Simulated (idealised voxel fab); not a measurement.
process module | voxel tone inversion
cross-section cut | 240 nm wide | cells 5 nm
A cross-section is a grid of square cells, given in bands from the top down. A band is one or more rows of cells.
Each band's line starts with the height of the band's top and of its bottom, in nm. Then come its materials from left to right, each with its width in nm. One material with "throughout" fills the band from edge to edge. "air" is empty space.
Height 0 is the level under which the wafer as received is all one material. The lowest band goes on downwards, as in "0 down".
A width such as "30 to 40" changes by the same amount from each row of cells to the next, from the band's top row to its bottom row.
"no change" after a step means that no cell of the cross-section changed.
closed voids: empty space of 8 cells or more with no open way to the top, each as width x height at its distance from the left edge, in nm
after a step's settings: what the simulator itself notes on the step
overlay nm, on a step with a mask: how far to the right of its planned place the mask lay; to the left if negative
plan
1 op RECEIVE | material Si
2 op CONFORMAL_DEP | material SiN | thk nm 10
3 op DIRECTIONAL_DEP | material aC | thk nm 25
4 op PATTERN | tone cover | mask id POSTS | material resist | width nm 20 | pitch nm 50 | thk nm 35 | overlay nm 0
5 op DIRECTIONAL_ETCH | etch materials aC | depth nm 25
6 op STRIP | etch materials resist
7 op FILL_DEP | material lowk | thk nm 5
8 op CMP | height nm 35
9 op STRIP | etch materials aC
10 op CONFORMAL_DEP | material TiN | thk nm 5
11 op FILL_DEP | material Ru | thk nm 10
12 op CMP | height nm 35
13 op CONFORMAL_DEP | material SiN | thk nm 5
as received, after step 1
  0 down: Si throughout
  closed voids: none
a wafer at the end: this start, this plan, one mistake
  40 to 35: SiN throughout
  35 to 15: Ru 30 | TiN 5 | lowk 20 | TiN 5 | Ru 20 | TiN 5 | lowk 20 | TiN 5 | Ru 20 | TiN 5 | lowk 20 | TiN 5 | Ru 20 | TiN 5 | lowk 20 | TiN 5 | Ru 30
  15 to 10: TiN 35 | lowk 20 | TiN 30 | lowk 20 | TiN 30 | lowk 20 | TiN 30 | lowk 20 | TiN 35
  10 to 0: SiN throughout
  0 down: Si throughout
  closed voids: none
what went wrong: step 4 ran as: op PATTERN | tone open | mask id POSTS | material resist | width nm 20 | pitch nm 50 | thk nm 35 | overlay nm 0
